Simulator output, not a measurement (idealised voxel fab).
Module name: voxel self aligned contacts (process module)
Displayed cross-section: cut, width of 145 nm, square cells sized 5 nm.
If you're reading a cross-section in this doc, picture square cells in a grid; it comes to you as bands, top ones listed first down to the bottom, and a band can be one or more rows of cells. The entry gives the band's vertical extent as a top height and a bottom height in nm, then its horizontal make-up as materials from left to right, each with a width in nm. "air" stands for empty space; a single material marked "throughout" fills the band edge to edge. Height is counted from the level 0, under which the received wafer is composed throughout of one material. The lowest of the bands is not closed at the bottom but continues downward, in the notation "0 and below". You'd read "30 to 40" like this: the band's top row of cells is as wide as the first number, its bottom row is as wide as the second, and going down, every row changes width by the same amount as the row before did. Take "changes: none" at face value: in the step it is given for, the cross-section changed in none of its cells. "Closed internal voids" contains a list of empty spaces, each no smaller than 8 cells and without an open way to the top, written in the form width x height at distance with the distance from the left edge and all three in nm. Anything after a step's settings on that line? It's the simulator's own note about the step. If you see "overlay nm" on a step's line and that step has a mask, it's telling you how far right of where it was planned the mask ended up; a negative number means it went left instead.

The process steps that were planned are listed below
1 RECEIVE (material Si)
2 CONFORMAL_DEP (material SiO2; thk nm 5)
3 DIRECTIONAL_DEP (material polySi; thk nm 30)
4 DIRECTIONAL_DEP (material SiN; thk nm 20)
5 MASKED_ETCH (tone cover; mask id GATE; width nm 25; pitch nm 60; etch materials SiN; depth nm 20; overlay nm 0)
6 MASKED_ETCH (tone cover; mask id GATE; width nm 25; pitch nm 60; etch materials polySi; depth nm 30; overlay nm 0)
7 CONFORMAL_DEP (material SiN; thk nm 5)
8 DIRECTIONAL_ETCH (etch materials SiN; depth nm 5)
9 FILL_DEP (material SiO2; thk nm 20)
10 CMP (height nm 65)
11 DIRECTIONAL_DEP (material aC; thk nm 15)
12 PATTERN (tone open; mask id CONTACT; material resist; width nm 45; thk nm 30; overlay nm 0)
13 DIRECTIONAL_ETCH (etch materials aC; depth nm 15)
14 STRIP (etch materials resist)
15 DIRECTIONAL_ETCH (etch materials SiO2; depth nm 65)
16 STRIP (etch materials aC)
17 CONFORMAL_DEP (material TiN; thk nm 5)
18 FILL_DEP (material Ru; thk nm 5)
19 CMP (height nm 65)
20 CONFORMAL_DEP (material SiN; thk nm 5)

Cross-sectional view of the wafer in its as-received condition, corresponding to the state after step 1
* 0 and below | Si throughout
* Closed internal voids: none

Post-module cross-section: identical start and plan to those above, one misstep in execution
* 70 down to 65 | SiN throughout
* 65 down to 60 | SiO2 50; TiN 5; Ru 35; TiN 5; SiO2 50
* 60 down to 55 | SiO2 50; TiN 45; SiO2 50
* 55 down to 35 | SiN 35; SiO2 15; SiN 45; SiO2 15; SiN 35
* 35 down to 5 | polySi throughout
* 5 down to 0 | SiO2 throughout
* 0 and below | Si throughout
* Closed internal voids: none
In executing the process, a mistake was made relative to the plan: step 5, actual vs plan mismatch, actual run MASKED_ETCH (tone open; mask id GATE; width nm 25; pitch nm 60; etch materials SiN; depth nm 20; overlay nm 0)
